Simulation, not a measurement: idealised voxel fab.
The process module presented herein is designated voxel self aligned vias.
For reference, the cross-section in this document is cut, with width 300 nm and square cells of 5 nm.
Cross-section layout: square cells on a grid; listed as bands, top to bottom; a band spans one or more cell rows.
Look at the band entry: it leads with the top's height and the bottom's height in nm. Then it lists the materials left to right, with a width in nm for each. The word "full width" on a single material says that material fills the band edge to edge. The word "air" is empty space.
Counting heights begins at 0, where everything beneath is, in the wafer as received, one material. The lowest band has no bottom; it goes on downwards, as "0..down" shows.
When a width is written as two numbers, as in "30 to 40", the first number is the width in the top row of cells of the band and the second is the width in its bottom row, and the width changes by the same amount from each row to the next.
Where a step carries "remains unaltered", the cross-section came out of it unchanged, cell for cell.
Enclosed voids (no open way to top), threshold 8 cells or more, entry "Trapped cavities", notation width x height at distance, distance from left edge, nm.
after a step's settings: what the simulator itself notes on the step
Steps that use a mask can have "overlay nm" on their line. It says how far the mask sat to the right of where it was meant to be. Negative means to the left.

Steps in the process plan:
1: RECEIVE (material Si)
2: CONFORMAL_DEP (material SiO2; thk nm 10)
3: CONFORMAL_DEP (material SiCN; thk nm 5)
4: DIRECTIONAL_DEP (material lowk; thk nm 30)
5: MASKED_ETCH (tone open; mask id LINES; width nm 20; pitch nm 70; etch materials lowk; depth nm 30; overlay nm 0)
6: CONFORMAL_DEP (material TiN; thk nm 5)
7: FILL_DEP (material Ru; thk nm 10)
8: CMP (height nm 45)
9: SELECTIVE_ETCH (etch materials W Ru TiN; depth nm 10)
10: FILL_DEP (material SiN; thk nm 5)
11: CMP (height nm 45)
12: DIRECTIONAL_DEP (material lowk; thk nm 20)
13: DIRECTIONAL_DEP (material aC; thk nm 15)
14: PATTERN (tone open; mask id VIAS; material resist; width nm 40; pitch nm 140; thk nm 30; overlay nm 0)
15: DIRECTIONAL_ETCH (etch materials aC; depth nm 15)
16: STRIP (etch materials resist)
17: DIRECTIONAL_ETCH (etch materials lowk; depth nm 20)
18: DIRECTIONAL_ETCH (etch materials SiN; depth nm 10)
19: STRIP (etch materials aC)
20: CONFORMAL_DEP (material TiN; thk nm 5)
21: FILL_DEP (material Cu; thk nm 5)
22: CMP (height nm 65)
23: CONFORMAL_DEP (material SiCN; thk nm 5)

First out of two wafers; run went to plan:

Incoming wafer, cross-sectional view, post step 1:
0..down = Si full width
Trapped cavities: none

Take a look at the wafer's cross-section after step 2:
10..0 = SiO2 full width
No changes below 0.

Take a look at the wafer's cross-section after step 3:
15..10 = SiCN full width
No changes below 10.

Take a look at the wafer's cross-section after step 4:
45..15 = lowk full width
No changes below 15.

Take a look at the wafer's cross-section after step 5:
45..15 = lowk=70 | air=20 | lowk=50 | air=20 | lowk=50 | air=20 | lowk=70
No changes below 15.

Take a look at the wafer's cross-section after step 6:
50..45 = TiN=75 | air=10 | TiN=60 | air=10 | TiN=60 | air=10 | TiN=75
45..20 = lowk=70 | TiN=5 | air=10 | TiN=5 | lowk=50 | TiN=5 | air=10 | TiN=5 | lowk=50 | TiN=5 | air=10 | TiN=5 | lowk=70
20..15 = lowk=70 | TiN=20 | lowk=50 | TiN=20 | lowk=50 | TiN=20 | lowk=70
No changes below 15.

Take a look at the wafer's cross-section after step 7:
60..50 = Ru full width
50..45 = TiN=75 | Ru=10 | TiN=60 | Ru=10 | TiN=60 | Ru=10 | TiN=75
45..20 = lowk=70 | TiN=5 | Ru=10 | TiN=5 | lowk=50 | TiN=5 | Ru=10 | TiN=5 | lowk=50 | TiN=5 | Ru=10 | TiN=5 | lowk=70
No changes below 20.

Take a look at the wafer's cross-section after step 8:
45..20 = lowk=70 | TiN=5 | Ru=10 | TiN=5 | lowk=50 | TiN=5 | Ru=10 | TiN=5 | lowk=50 | TiN=5 | Ru=10 | TiN=5 | lowk=70
No changes below 20.

Take a look at the wafer's cross-section after step 9:
45..35 = lowk=70 | air=20 | lowk=50 | air=20 | lowk=50 | air=20 | lowk=70
No changes below 35.

Take a look at the wafer's cross-section after step 10:
50..45 = SiN full width
45..35 = lowk=70 | SiN=20 | lowk=50 | SiN=20 | lowk=50 | SiN=20 | lowk=70
No changes below 35.

Take a look at the wafer's cross-section after step 11:
45..35 = lowk=70 | SiN=20 | lowk=50 | SiN=20 | lowk=50 | SiN=20 | lowk=70
No changes below 35.

Take a look at the wafer's cross-section after step 12:
65..45 = lowk full width
No changes below 45.

Take a look at the wafer's cross-section after step 13:
80..65 = aC full width
No changes below 65.

Take a look at the wafer's cross-section after step 14:
110..80 = resist=60 | air=40 | resist=100 | air=40 | resist=60
No changes below 80.

Take a look at the wafer's cross-section after step 15:
95..80 = resist=60 | air=40 | resist=100 | air=40 | resist=60
80..65 = aC=60 | air=40 | aC=100 | air=40 | aC=60
No changes below 65.

Take a look at the wafer's cross-section after step 16:
80..65 = aC=60 | air=40 | aC=100 | air=40 | aC=60
No changes below 65.

Take a look at the wafer's cross-section after step 17:
80..65 = aC=60 | air=40 | aC=100 | air=40 | aC=60
65..45 = lowk=60 | air=40 | lowk=100 | air=40 | lowk=60
No changes below 45.

Take a look at the wafer's cross-section after step 18:
80..65 = aC=60 | air=40 | aC=100 | air=40 | aC=60
65..45 = lowk=60 | air=40 | lowk=100 | air=40 | lowk=60
45..35 = lowk=70 | air=20 | lowk=50 | SiN=20 | lowk=50 | air=20 | lowk=70
No changes below 35.

Take a look at the wafer's cross-section after step 19:
65..45 = lowk=60 | air=40 | lowk=100 | air=40 | lowk=60
No changes below 45.

Take a look at the wafer's cross-section after step 20:
70..65 = TiN=65 | air=30 | TiN=110 | air=30 | TiN=65
65..50 = lowk=60 | TiN=5 | air=30 | TiN=5 | lowk=100 | TiN=5 | air=30 | TiN=5 | lowk=60
50..45 = lowk=60 | TiN=15 | air=10 | TiN=15 | lowk=100 | TiN=15 | air=10 | TiN=15 | lowk=60
45..40 = lowk=70 | TiN=5 | air=10 | TiN=5 | lowk=50 | SiN=20 | lowk=50 | TiN=5 | air=10 | TiN=5 | lowk=70
40..35 = lowk=70 | TiN=20 | lowk=50 | SiN=20 | lowk=50 | TiN=20 | lowk=70
No changes below 35.

Take a look at the wafer's cross-section after step 21:
75..70 = Cu full width
70..65 = TiN=65 | Cu=30 | TiN=110 | Cu=30 | TiN=65
65..50 = lowk=60 | TiN=5 | Cu=30 | TiN=5 | lowk=100 | TiN=5 | Cu=30 | TiN=5 | lowk=60
50..45 = lowk=60 | TiN=15 | Cu=10 | TiN=15 | lowk=100 | TiN=15 | Cu=10 | TiN=15 | lowk=60
45..40 = lowk=70 | TiN=5 | Cu=10 | TiN=5 | lowk=50 | SiN=20 | lowk=50 | TiN=5 | Cu=10 | TiN=5 | lowk=70
No changes below 40.

Take a look at the wafer's cross-section after step 22:
65..50 = lowk=60 | TiN=5 | Cu=30 | TiN=5 | lowk=100 | TiN=5 | Cu=30 | TiN=5 | lowk=60
No changes below 50.

Take a look at the wafer's cross-section after step 23:
70..65 = SiCN full width
No changes below 65.

The Second Wafer: Common Origin and Plan, One Mistake in Execution, Identical to the First Through Step 16:

Second wafer at the planned finish of step 17, seen in cross-section:
80..65 = aC=60 | air=40 | aC=100 | air=40 | aC=60
65..45 = lowk=60 | air=40 | lowk=100 | air=40 | lowk=60
45..35 = lowk=60 | air=10 | SiN=20 | air=10 | lowk=40 | SiN=20 | lowk=40 | air=10 | SiN=20 | air=10 | lowk=60
35..25 = lowk=60 | air=10 | TiN=5 | Ru=10 | TiN=5 | air=10 | lowk=40 | TiN=5 | Ru=10 | TiN=5 | lowk=40 | air=10 | TiN=5 | Ru=10 | TiN=5 | air=10 | lowk=60
No changes below 25.

Second wafer at the planned finish of step 18, seen in cross-section:
80..65 = aC=60 | air=40 | aC=100 | air=40 | aC=60
65..45 = lowk=60 | air=40 | lowk=100 | air=40 | lowk=60
45..35 = lowk=60 | air=40 | lowk=40 | SiN=20 | lowk=40 | air=40 | lowk=60
No changes below 35.

Second wafer at the planned finish of step 19, seen in cross-section:
65..45 = lowk=60 | air=40 | lowk=100 | air=40 | lowk=60
No changes below 45.

Second wafer at the planned finish of step 20, seen in cross-section:
70..65 = TiN=65 | air=30 | TiN=110 | air=30 | TiN=65
65..45 = lowk=60 | TiN=5 | air=30 | TiN=5 | lowk=100 | TiN=5 | air=30 | TiN=5 | lowk=60
45..40 = lowk=60 | TiN=5 | air=30 | TiN=5 | lowk=40 | SiN=20 | lowk=40 | TiN=5 | air=30 | TiN=5 | lowk=60
40..35 = lowk=60 | TiN=40 | lowk=40 | SiN=20 | lowk=40 | TiN=40 | lowk=60
35..25 = lowk=60 | TiN=15 | Ru=10 | TiN=15 | lowk=40 | TiN=5 | Ru=10 | TiN=5 | lowk=40 | TiN=15 | Ru=10 | TiN=15 | lowk=60
No changes below 25.

Second wafer at the planned finish of step 21, seen in cross-section:
75..70 = Cu full width
70..65 = TiN=65 | Cu=30 | TiN=110 | Cu=30 | TiN=65
65..45 = lowk=60 | TiN=5 | Cu=30 | TiN=5 | lowk=100 | TiN=5 | Cu=30 | TiN=5 | lowk=60
45..40 = lowk=60 | TiN=5 | Cu=30 | TiN=5 | lowk=40 | SiN=20 | lowk=40 | TiN=5 | Cu=30 | TiN=5 | lowk=60
No changes below 40.

Second wafer at the planned finish of step 22, seen in cross-section:
65..45 = lowk=60 | TiN=5 | Cu=30 | TiN=5 | lowk=100 | TiN=5 | Cu=30 | TiN=5 | lowk=60
No changes below 45.

Second wafer at the planned finish of step 23, seen in cross-section:
70..65 = SiCN full width
No changes below 65.
Plan not followed: step 17 of the plan was carried out twice
End check, counted in cells, second wafer has more or fewer of these materials than the first: 16 more of Cu; 16 more of TiN; 32 fewer of lowk
